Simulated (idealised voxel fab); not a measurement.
process module | voxel transistor to metal
cross-section cut | 280 nm wide | cells 5 nm
A cross-section is a grid of square cells, given in bands from the top down. A band is one or more rows of cells.
Each band's line starts with the height of the band's top and of its bottom, in nm. Then come its materials from left to right, each with its width in nm. One material with "throughout" fills the band from edge to edge. "air" is empty space.
Height 0 is the level under which the wafer as received is all one material. The lowest band goes on downwards, as in "0 down".
A width such as "30 to 40" changes by the same amount from each row of cells to the next, from the band's top row to its bottom row.
"no change" after a step means that no cell of the cross-section changed.
closed voids: empty space of 8 cells or more with no open way to the top, each as width x height at its distance from the left edge, in nm
after a step's settings: what the simulator itself notes on the step
overlay nm, on a step with a mask: how far to the right of its planned place the mask lay; to the left if negative
plan
1 op RECEIVE | material Si
2 op OXIDIZE | depth nm 5
3 op CONFORMAL_DEP | material SiN | thk nm 15
4 op MASKED_ETCH | tone cover | mask id ACTIVE | width nm 105 | pitch nm 135 | etch materials SiN | depth nm 15 | overlay nm 0
5 op MASKED_ETCH | tone cover | mask id ACTIVE | width nm 105 | pitch nm 135 | etch materials SiO2 | depth nm 5 | overlay nm 0
6 op MASKED_ETCH | tone cover | mask id ACTIVE | width nm 105 | pitch nm 135 | etch materials Si | depth nm 20 | overlay nm 0
7 op OXIDIZE | depth nm 5
8 op FILL_DEP | material SiO2 | thk nm 15
9 op CMP | height nm 15
10 op SELECTIVE_ETCH | etch materials SiO2 | depth nm 15
11 op STRIP | etch materials SiN
12 op SELECTIVE_ETCH | etch materials SiO2 | depth nm 5
13 op OXIDIZE | depth nm 5
14 op DIRECTIONAL_DEP | material polySi | thk nm 20
15 op DIRECTIONAL_DEP | material SiCN | thk nm 15
16 op PATTERN | tone cover | mask id GATE | material resist | width nm 25 | pitch nm 135 | thk nm 15 | overlay nm 0
17 op DIRECTIONAL_ETCH | etch materials SiCN | depth nm 25
18 op DIRECTIONAL_ETCH | etch materials polySi | depth nm 30
19 op STRIP | etch materials resist
20 op CONFORMAL_DEP | material SiO2 | thk nm 5
21 op DIRECTIONAL_ETCH | etch materials SiO2 | depth nm 5
22 op CONFORMAL_DEP | material SiN | thk nm 5
23 op DIRECTIONAL_ETCH | etch materials SiN | depth nm 5
24 op DIRECTIONAL_ETCH | etch materials SiO2 | depth nm 5
25 op DIRECTIONAL_ETCH | etch materials Si | depth nm 5
26 op EPI | material nSi | thk nm 10
27 op FILL_DEP | material SiO2 | thk nm 10
28 op CMP | height nm 15
29 op STRIP | etch materials polySi
30 op SELECTIVE_ETCH | etch materials SiO2 | depth nm 5
31 op CONFORMAL_DEP | material HfO2 | thk nm 5
32 op CONFORMAL_DEP | material TiN | thk nm 5
33 op FILL_DEP | material W | thk nm 5
34 op CMP | height nm 10
35 op DIRECTIONAL_DEP | material SiO2 | thk nm 10
36 op DIRECTIONAL_DEP | material aC | thk nm 10
37 op PATTERN | tone open | mask id CONTACT | material resist | width nm 20 | thk nm 30 | overlay nm 0
38 op DIRECTIONAL_ETCH | etch materials aC | depth nm 10
39 op STRIP | etch materials resist
40 op DIRECTIONAL_ETCH | etch materials SiO2 | depth nm 25
41 op STRIP | etch materials aC
42 op CONFORMAL_DEP | material TiN | thk nm 5
43 op FILL_DEP | material W | thk nm 10
44 op CMP | height nm 20
45 op DIRECTIONAL_DEP | material TiN | thk nm 5
46 op DIRECTIONAL_DEP | material Ru | thk nm 20
47 op PATTERN | tone cover | mask id METAL_1 | material resist | width nm 20 | thk nm 20 | overlay nm 0
48 op DIRECTIONAL_ETCH | etch materials Ru | depth nm 20
49 op DIRECTIONAL_ETCH | etch materials TiN | depth nm 5
50 op STRIP | etch materials resist
51 op CONFORMAL_DEP | material SiCN | thk nm 5
52 op FILL_DEP | material lowk | thk nm 10
53 op CMP | height nm 45
54 op CONFORMAL_DEP | material SiCN | thk nm 5
55 op DIRECTIONAL_DEP | material lowk | thk nm 30
56 op PATTERN | tone open | mask id METAL_2 | material resist | width nm 20 | pitch nm 135 | thk nm 15 | overlay nm 0
57 op DIRECTIONAL_ETCH | etch materials lowk | depth nm 20
58 op STRIP | etch materials resist
59 op PATTERN | tone open | mask id METAL_2_HOLES | material resist | width nm 15 | pitch nm 135 | thk nm 15 | overlay nm 0
60 op DIRECTIONAL_ETCH | etch materials lowk | depth nm 10
61 op DIRECTIONAL_ETCH | etch materials SiCN | depth nm 5
62 op STRIP | etch materials resist
63 op CONFORMAL_DEP | material TiN | thk nm 5
64 op FILL_DEP | material Ru | thk nm 5
65 op CMP | height nm 80
66 op CONFORMAL_DEP | material SiN | thk nm 5
as received, after step 1
  0 down: Si throughout
  closed voids: none
a wafer at the end: this start, this plan, one mistake
  85 to 80: SiN throughout
  80 to 65: lowk 25 | TiN 5 | Ru 10 | TiN 5 | lowk 115 | TiN 5 | Ru 10 | TiN 5 | lowk 100
  65 to 60: lowk 25 | TiN 5 | Ru 5 | TiN 10 | lowk 115 | TiN 5 | Ru 5 | TiN 10 | lowk 100
  60 to 50: lowk 25 | TiN 5 | Ru 5 | TiN 5 | lowk 120 | TiN 5 | Ru 5 | TiN 5 | lowk 105
  50 to 45: SiCN 25 | TiN 15 | SiCN 120 | TiN 15 | SiCN 105
  45 to 25: lowk 20 | SiCN 5 | Ru 20 | SiCN 5 | lowk 45 | SiCN 5 | Ru 20 | SiCN 5 | lowk 30 | SiCN 5 | Ru 20 | SiCN 5 | lowk 45 | SiCN 5 | Ru 20 | SiCN 5 | lowk 20
  25 to 20: SiCN 25 | TiN 20 | SiCN 55 | TiN 20 | SiCN 40 | TiN 20 | SiCN 55 | TiN 20 | SiCN 25
  20 to 10: SiO2 25 | TiN 5 | W 10 | TiN 5 | SiO2 55 | TiN 5 | W 10 | TiN 5 | SiO2 40 | TiN 5 | W 10 | TiN 5 | SiO2 55 | TiN 5 | W 10 | TiN 5 | SiO2 25
  10 to 0: SiO2 25 | TiN 5 | W 10 to 5 | TiN 5 to 10 | SiO2 5 | SiN 5 | HfO2 5 | SiO2 5 | W 15 | SiO2 5 | HfO2 5 | SiN 5 | SiO2 5 | TiN 5 to 10 | W 10 to 5 | TiN 5 | SiO2 40 | TiN 5 | W 10 to 5 | TiN 5 to 10 | SiO2 5 | SiN 5 | HfO2 5 | SiO2 5 | W 15 | SiO2 5 | HfO2 5 | SiN 5 | SiO2 5 | TiN 5 to 10 | W 10 to 5 | TiN 5 | SiO2 25
  0 to -5: SiO2 25 | TiN 15 | nSi 10 | SiN 5 | HfO2 5 | SiO2 25 | HfO2 5 | SiN 5 | nSi 10 | TiN 15 | SiO2 40 | TiN 15 | nSi 10 | SiN 5 | HfO2 5 | SiO2 25 | HfO2 5 | SiN 5 | nSi 10 | TiN 15 | SiO2 25
  -5 to -10: SiO2 20 | nSi 30 | SiO2 5 | HfO2 35 | SiO2 5 | nSi 30 | SiO2 30 | nSi 30 | SiO2 5 | HfO2 35 | SiO2 5 | nSi 30 | SiO2 20
  -10 to -15: SiO2 25 | nSi 25 | Si 45 | nSi 25 | SiO2 40 | nSi 25 | Si 45 | nSi 25 | SiO2 25
  -15 to -30: SiO2 25 | Si 95 | SiO2 40 | Si 95 | SiO2 25
  -30 down: Si throughout
  closed voids: none
what went wrong: step 32 ran as: op CONFORMAL_DEP | material SiO2 | thk nm 5
